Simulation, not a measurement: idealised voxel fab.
Title: Process Module voxel double patterning
We display cut, a cross-section 290 nm in width whose square cells are each 5 nm.
How to read a cross-section here: the picture is a grid of square cells, written as bands going from the top down, and any band can span one or more rows of cells. Basically the band line says how high the top is and how high the bottom is, in nm, and then what's in it from left to right, every material with its width in nm. Empty space shows up as "blank", and if a single material carries "everywhere" it runs the full band edge to edge. Height 0 is the level under which the wafer as received is all one material. The lowest band goes on downwards, as in "0 nm and below". Note: "30->40" means the width goes from the first number (top row of the band) to the second number (bottom row) in equal steps per row of cells. You'll sometimes find "remains unaltered" written for a step, and that's the way of saying that nowhere in the cross-section did a cell change during that step. Reported under the label "Enclosed internal cavities" are the empty spaces having no open way to the top and comprising 8 cells or more; the notation for each is width x height at distance, in which the distance is measured from the left edge and all three values are in nm. Note: text after step settings on the step line = simulator remark on that step. The setting "overlay nm" may be written on the line of a step. When the step uses a mask, the value reports how far to the right of the planned place the mask lay, and a negative value reports that it lay to the left.

plan:
1 op RECEIVE | material Si
2 op CONFORMAL_DEP | material SiO2 | thk nm 5
3 op DIRECTIONAL_DEP | material TiN | thk nm 20
4 op DIRECTIONAL_DEP | material SiCN | thk nm 10
5 op DIRECTIONAL_DEP | material aC | thk nm 10
6 op PATTERN | tone open | mask id FIRST | material resist | width nm 15 | pitch nm 50 | thk nm 25 | overlay nm 0
7 op DIRECTIONAL_ETCH | etch materials aC | depth nm 10
8 op STRIP | etch materials resist
9 op DIRECTIONAL_ETCH | etch materials SiCN | depth nm 10
10 op STRIP | etch materials aC
11 op DIRECTIONAL_DEP | material aC | thk nm 15
12 op PATTERN | tone open | mask id SECOND | material resist | width nm 15 | pitch nm 50 | thk nm 35 | overlay nm 0
13 op DIRECTIONAL_ETCH | etch materials aC | depth nm 15
14 op STRIP | etch materials resist
15 op DIRECTIONAL_ETCH | etch materials SiCN | depth nm 10
16 op STRIP | etch materials aC
17 op DIRECTIONAL_ETCH | etch materials TiN | depth nm 20
18 op STRIP | etch materials SiCN

Cross-section of the wafer as it came to us, i.e., already through step 1:
> 0 nm and below  Si everywhere
> Enclosed internal cavities: none

End-of-module cross-section. Starting structure and process plan as above; one mistake made in running it:
> 25 nm to 5 nm  85 of TiN, 15 of blank, 10 of TiN, 15 of blank, 10 of TiN, 15 of blank, 10 of TiN, 15 of blank, 10 of TiN, 15 of blank, 90 of TiN
> 5 nm to 0 nm  aC everywhere
> 0 nm and below  Si everywhere
> Enclosed internal cavities: none
Against the plan, the run slipped here: step 2: run off-plan, actual operation and settings op CONFORMAL_DEP | material aC | thk nm 5
